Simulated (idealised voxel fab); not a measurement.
process module | voxel transistor to metal
cross-section cut | 155 nm wide | cells 5 nm
A cross-section is a grid of square cells, given in bands from the top down. A band is one or more rows of cells.
Each band's line starts with the height of the band's top and of its bottom, in nm. Then come its materials from left to right, each with its width in nm. One material with "throughout" fills the band from edge to edge. "air" is empty space.
Height 0 is the level under which the wafer as received is all one material. The lowest band goes on downwards, as in "0 down".
A width such as "30 to 40" changes by the same amount from each row of cells to the next, from the band's top row to its bottom row.
"no change" after a step means that no cell of the cross-section changed.
closed voids: empty space of 8 cells or more with no open way to the top, each as width x height at its distance from the left edge, in nm
after a step's settings: what the simulator itself notes on the step
overlay nm, on a step with a mask: how far to the right of its planned place the mask lay; to the left if negative
plan
1 op RECEIVE | material Si
2 op CONFORMAL_DEP | material SiO2 | thk nm 5
3 op CONFORMAL_DEP | material SiN | thk nm 10
4 op PATTERN | tone cover | mask id ACTIVE | material resist | width nm 105 | thk nm 15 | overlay nm 0
5 op DIRECTIONAL_ETCH | etch materials SiN | depth nm 10
6 op DIRECTIONAL_ETCH | etch materials SiO2 | depth nm 5
7 op DIRECTIONAL_ETCH | etch materials Si | depth nm 35
8 op STRIP | etch materials resist
9 op OXIDIZE | depth nm 5
10 op FILL_DEP | material SiO2 | thk nm 10
11 op CMP | height nm 15
12 op SELECTIVE_ETCH | etch materials SiO2 | depth nm 10
13 op STRIP | etch materials SiN
14 op SELECTIVE_ETCH | etch materials SiO2 | depth nm 5
15 op OXIDIZE | depth nm 5
16 op DIRECTIONAL_DEP | material polySi | thk nm 20
17 op DIRECTIONAL_DEP | material SiCN | thk nm 10
18 op MASKED_ETCH | tone cover | mask id GATE | width nm 25 | etch materials SiCN | depth nm 20 | overlay nm 0
19 op MASKED_ETCH | tone cover | mask id GATE | width nm 25 | etch materials polySi | depth nm 30 | overlay nm 0
20 op CONFORMAL_DEP | material SiN | thk nm 10
21 op DIRECTIONAL_ETCH | etch materials SiN | depth nm 10
22 op DIRECTIONAL_ETCH | etch materials SiO2 | depth nm 5
23 op EPI | material SiGe | thk nm 5
24 op FILL_DEP | material SiO2 | thk nm 10
25 op CMP | height nm 30
26 op DIRECTIONAL_DEP | material SiO2 | thk nm 10
27 op MASKED_ETCH | tone open | mask id CONTACT | width nm 25 | pitch nm 60 | etch materials SiO2 | depth nm 40 | overlay nm 0
28 op CONFORMAL_DEP | material TiN | thk nm 5
29 op FILL_DEP | material Ru | thk nm 5
30 op CMP | height nm 40
31 op CONFORMAL_DEP | material SiN | thk nm 5
32 op DIRECTIONAL_DEP | material SiO2 | thk nm 20
33 op PATTERN | tone open | mask id METAL_1 | material resist | width nm 15 | pitch nm 70 | thk nm 20 | overlay nm 0
34 op DIRECTIONAL_ETCH | etch materials SiO2 | depth nm 20
35 op DIRECTIONAL_ETCH | etch materials SiN | depth nm 5
36 op STRIP | etch materials resist
37 op CONFORMAL_DEP | material TiN | thk nm 5
38 op FILL_DEP | material Cu | thk nm 5
39 op CMP | height nm 65
40 op EPI | material Ru | thk nm 5
41 op FILL_DEP | material SiCN | thk nm 5
42 op DIRECTIONAL_DEP | material lowk | thk nm 35
43 op DIRECTIONAL_DEP | material aC | thk nm 15
44 op PATTERN | tone open | mask id METAL_2 | material resist | width nm 15 | pitch nm 70 | thk nm 30 | overlay nm 0
45 op DIRECTIONAL_ETCH | etch materials aC | depth nm 15
46 op STRIP | etch materials resist
47 op DIRECTIONAL_ETCH | etch materials lowk | depth nm 20
48 op STRIP | etch materials aC
49 op PATTERN | tone open | mask id METAL_2_HOLES | material resist | width nm 15 | pitch nm 70 | thk nm 15 | overlay nm 0
50 op DIRECTIONAL_ETCH | etch materials lowk | depth nm 15
51 op DIRECTIONAL_ETCH | etch materials SiCN | depth nm 5
52 op STRIP | etch materials resist
53 op CONFORMAL_DEP | material TiN | thk nm 5
54 op FILL_DEP | material Ru | thk nm 5
55 op CMP | height nm 110
56 op CONFORMAL_DEP | material SiCN | thk nm 5
as received, after step 1
  0 down: Si throughout
  closed voids: none
a wafer at the end: this start, this plan, one mistake
  115 to 110: SiCN throughout
  110 to 75: lowk 35 | TiN 5 | Ru 5 | TiN 5 | lowk 55 | TiN 5 | Ru 5 | TiN 5 | lowk 35
  75 to 70: SiCN 35 | TiN 15 | SiCN 55 | TiN 15 | SiCN 35
  70 to 65: SiCN 30 | Ru 25 | SiCN 45 | Ru 25 | SiCN 30
  65 to 45: SiO2 35 | TiN 5 | aC 5 | TiN 5 | SiO2 55 | TiN 5 | aC 5 | TiN 5 | SiO2 35
  45 to 40: SiN 35 | TiN 15 | SiN 55 | TiN 15 | SiN 35
  40 to 30: SiO2 35 | TiN 5 | Ru 15 to 10 | TiN 5 to 10 | SiO2 35 | TiN 5 to 10 | Ru 15 to 10 | TiN 5 | SiO2 35
  30 to 20: SiO2 35 | TiN 5 | Ru 10 | TiN 5 | SiN 10 | SiCN 25 | SiN 10 | TiN 5 | Ru 10 | TiN 5 | SiO2 35
  20 to 5: SiO2 35 | TiN 5 | Ru 10 | TiN 5 | SiN 10 | polySi 25 | SiN 10 | TiN 5 | Ru 10 | TiN 5 | SiO2 35
  5 to 0: SiO2 35 | TiN 20 | SiN 10 | polySi 25 | SiN 10 | TiN 20 | SiO2 35
  0 to -5: SiO2 25 | SiGe 30 | SiO2 45 | SiGe 30 | SiO2 25
  -5 to -40: SiO2 30 | Si 95 | SiO2 30
  -40 down: Si throughout
  closed voids: none
what went wrong: step 38 ran as: op FILL_DEP | material aC | thk nm 5
